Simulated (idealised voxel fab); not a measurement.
Title: Process Module voxel tone inversion
Xsec cut, 145 nm wide, square cell size 5 nm.
Heads up, the way a cross-section reads in here is a grid of square cells, handed over as bands from the top down, with every band being one or more rows of cells. First you get the band's top height and its bottom height, in nm, and then the materials it's made of, left to right, with each width in nm. If you see a single material with "everywhere", that one covers the band edge to edge. "air" is empty space. Measure heights from 0. That's the level where, below it, the as-received wafer is all one material. The lowest band is bottomless and extends downward; write it as in "from 0 down". Read "30 to 40" as a graded width: first number on top, second number at the bottom, same change between each pair of neighbouring rows. For the purposes of this document, the phrase "changes: none" attached to a step denotes that no cell within the cross-section was modified by that step. For the entry "Voids lacking openings", the listed items are empty spaces with no open way to the top whose size is 8 cells or more; each item follows the pattern width x height at distance, where distance is from the left edge and all three are in nm. Formally, on a step line, whatever follows the settings is a remark that the simulator itself makes on the step. Regarding "overlay nm": on a step with a mask, it is the distance the mask lay to the right of its planned place; a negative value places it to the left.
INTENDED PROCESS STEPS
1) RECEIVE, material Si
2) CONFORMAL_DEP, material SiCN, thk nm 10
3) DIRECTIONAL_DEP, material polySi, thk nm 15
4) PATTERN, tone cover, mask id POSTS, material resist, width nm 20, pitch nm 40, thk nm 25, overlay nm 0
5) DIRECTIONAL_ETCH, etch materials polySi, depth nm 15
6) STRIP, etch materials resist
7) FILL_DEP, material lowk, thk nm 5
8) CMP, height nm 25
9) STRIP, etch materials polySi
10) CONFORMAL_DEP, material TiN, thk nm 5
11) FILL_DEP, material Cu, thk nm 10
12) CMP, height nm 25
13) CONFORMAL_DEP, material SiN, thk nm 5
FIRST OF TWO WAFERS, WITH THE RUN CARRIED OUT AS PLANNED
CROSS-SECTION: WAFER ON ARRIVAL = AFTER STEP 1
    from 0 down: Si everywhere
    Voids lacking openings: none
AFTER STEP 2, IN CROSS-SECTION
    from 10 to 0: SiCN everywhere
    Under the height 0 nothing was changed.
AFTER STEP 3, IN CROSS-SECTION
    from 25 to 10: polySi everywhere
    Under the height 10 nothing was changed.
AFTER STEP 4, IN CROSS-SECTION
    from 50 to 25: air 20 nm, resist 20 nm, air 20 nm, resist 20 nm, air 20 nm, resist 20 nm, air 25 nm
    Under the height 25 nothing was changed.
AFTER STEP 5, IN CROSS-SECTION
    from 50 to 25: air 20 nm, resist 20 nm, air 20 nm, resist 20 nm, air 20 nm, resist 20 nm, air 25 nm
    from 25 to 10: air 20 nm, polySi 20 nm, air 20 nm, polySi 20 nm, air 20 nm, polySi 20 nm, air 25 nm
    Under the height 10 nothing was changed.
AFTER STEP 6, IN CROSS-SECTION
    from 25 to 10: air 20 nm, polySi 20 nm, air 20 nm, polySi 20 nm, air 20 nm, polySi 20 nm, air 25 nm
    Under the height 10 nothing was changed.
AFTER STEP 7, IN CROSS-SECTION
    from 30 to 25: lowk everywhere
    from 25 to 10: lowk 20 nm, polySi 20 nm, lowk 20 nm, polySi 20 nm, lowk 20 nm, polySi 20 nm, lowk 25 nm
    Under the height 10 nothing was changed.
AFTER STEP 8, IN CROSS-SECTION
    from 25 to 10: lowk 20 nm, polySi 20 nm, lowk 20 nm, polySi 20 nm, lowk 20 nm, polySi 20 nm, lowk 25 nm
    Under the height 10 nothing was changed.
AFTER STEP 9, IN CROSS-SECTION
    from 25 to 10: lowk 20 nm, air 20 nm, lowk 20 nm, air 20 nm, lowk 20 nm, air 20 nm, lowk 25 nm
    Under the height 10 nothing was changed.
AFTER STEP 10, IN CROSS-SECTION
    from 30 to 25: TiN 25 nm, air 10 nm, TiN 30 nm, air 10 nm, TiN 30 nm, air 10 nm, TiN 30 nm
    from 25 to 15: lowk 20 nm, TiN 5 nm, air 10 nm, TiN 5 nm, lowk 20 nm, TiN 5 nm, air 10 nm, TiN 5 nm, lowk 20 nm, TiN 5 nm, air 10 nm, TiN 5 nm, lowk 25 nm
    from 15 to 10: lowk 20 nm, TiN 20 nm, lowk 20 nm, TiN 20 nm, lowk 20 nm, TiN 20 nm, lowk 25 nm
    Under the height 10 nothing was changed.
AFTER STEP 11, IN CROSS-SECTION
    from 40 to 30: Cu everywhere
    from 30 to 25: TiN 25 nm, Cu 10 nm, TiN 30 nm, Cu 10 nm, TiN 30 nm, Cu 10 nm, TiN 30 nm
    from 25 to 15: lowk 20 nm, TiN 5 nm, Cu 10 nm, TiN 5 nm, lowk 20 nm, TiN 5 nm, Cu 10 nm, TiN 5 nm, lowk 20 nm, TiN 5 nm, Cu 10 nm, TiN 5 nm, lowk 25 nm
    Under the height 15 nothing was changed.
AFTER STEP 12, IN CROSS-SECTION
    from 25 to 15: lowk 20 nm, TiN 5 nm, Cu 10 nm, TiN 5 nm, lowk 20 nm, TiN 5 nm, Cu 10 nm, TiN 5 nm, lowk 20 nm, TiN 5 nm, Cu 10 nm, TiN 5 nm, lowk 25 nm
    Under the height 15 nothing was changed.
AFTER STEP 13, IN CROSS-SECTION
    from 30 to 25: SiN everywhere
    Under the height 25 nothing was changed.
SECOND WAFER (IDENTICAL START AND PLAN, ONE PROCESSING ERROR; MATCHES FIRST WAFER THROUGH STEP 3)
CROSS-SECTIONAL VIEW OF THE SECOND WAFER AT THE INTENDED END TIME OF PROCESS STEP 4
    from 50 to 25: air 30 nm, resist 20 nm, air 20 nm, resist 20 nm, air 20 nm, resist 20 nm, air 15 nm
    Under the height 25 nothing was changed.
CROSS-SECTIONAL VIEW OF THE SECOND WAFER AT THE INTENDED END TIME OF PROCESS STEP 5
    from 50 to 25: air 30 nm, resist 20 nm, air 20 nm, resist 20 nm, air 20 nm, resist 20 nm, air 15 nm
    from 25 to 10: air 30 nm, polySi 20 nm, air 20 nm, polySi 20 nm, air 20 nm, polySi 20 nm, air 15 nm
    Under the height 10 nothing was changed.
CROSS-SECTIONAL VIEW OF THE SECOND WAFER AT THE INTENDED END TIME OF PROCESS STEP 6
    from 25 to 10: air 30 nm, polySi 20 nm, air 20 nm, polySi 20 nm, air 20 nm, polySi 20 nm, air 15 nm
    Under the height 10 nothing was changed.
CROSS-SECTIONAL VIEW OF THE SECOND WAFER AT THE INTENDED END TIME OF PROCESS STEP 7
    from 30 to 25: lowk everywhere
    from 25 to 10: lowk 30 nm, polySi 20 nm, lowk 20 nm, polySi 20 nm, lowk 20 nm, polySi 20 nm, lowk 15 nm
    Under the height 10 nothing was changed.
CROSS-SECTIONAL VIEW OF THE SECOND WAFER AT THE INTENDED END TIME OF PROCESS STEP 8
    from 25 to 10: lowk 30 nm, polySi 20 nm, lowk 20 nm, polySi 20 nm, lowk 20 nm, polySi 20 nm, lowk 15 nm
    Under the height 10 nothing was changed.
CROSS-SECTIONAL VIEW OF THE SECOND WAFER AT THE INTENDED END TIME OF PROCESS STEP 9
    from 25 to 10: lowk 30 nm, air 20 nm, lowk 20 nm, air 20 nm, lowk 20 nm, air 20 nm, lowk 15 nm
    Under the height 10 nothing was changed.
CROSS-SECTIONAL VIEW OF THE SECOND WAFER AT THE INTENDED END TIME OF PROCESS STEP 10
    from 30 to 25: TiN 35 nm, air 10 nm, TiN 30 nm, air 10 nm, TiN 30 nm, air 10 nm, TiN 20 nm
    from 25 to 15: lowk 30 nm, TiN 5 nm, air 10 nm, TiN 5 nm, lowk 20 nm, TiN 5 nm, air 10 nm, TiN 5 nm, lowk 20 nm, TiN 5 nm, air 10 nm, TiN 5 nm, lowk 15 nm
    from 15 to 10: lowk 30 nm, TiN 20 nm, lowk 20 nm, TiN 20 nm, lowk 20 nm, TiN 20 nm, lowk 15 nm
    Under the height 10 nothing was changed.
CROSS-SECTIONAL VIEW OF THE SECOND WAFER AT THE INTENDED END TIME OF PROCESS STEP 11
    from 40 to 30: Cu everywhere
    from 30 to 25: TiN 35 nm, Cu 10 nm, TiN 30 nm, Cu 10 nm, TiN 30 nm, Cu 10 nm, TiN 20 nm
    from 25 to 15: lowk 30 nm, TiN 5 nm, Cu 10 nm, TiN 5 nm, lowk 20 nm, TiN 5 nm, Cu 10 nm, TiN 5 nm, lowk 20 nm, TiN 5 nm, Cu 10 nm, TiN 5 nm, lowk 15 nm
    Under the height 15 nothing was changed.
CROSS-SECTIONAL VIEW OF THE SECOND WAFER AT THE INTENDED END TIME OF PROCESS STEP 12
    from 25 to 15: lowk 30 nm, TiN 5 nm, Cu 10 nm, TiN 5 nm, lowk 20 nm, TiN 5 nm, Cu 10 nm, TiN 5 nm, lowk 20 nm, TiN 5 nm, Cu 10 nm, TiN 5 nm, lowk 15 nm
    Under the height 15 nothing was changed.
CROSS-SECTIONAL VIEW OF THE SECOND WAFER AT THE INTENDED END TIME OF PROCESS STEP 13
    from 30 to 25: SiN everywhere
    Under the height 25 nothing was changed.
Processing error: for step 4, the planned setting was not used; the step was instead run as PATTERN, tone cover, mask id POSTS, material resist, width nm 20, pitch nm 40, thk nm 25, overlay nm 10
The concluding comparison shows that, measured in cells, each material is equally abundant on both wafers, albeit at different positions.
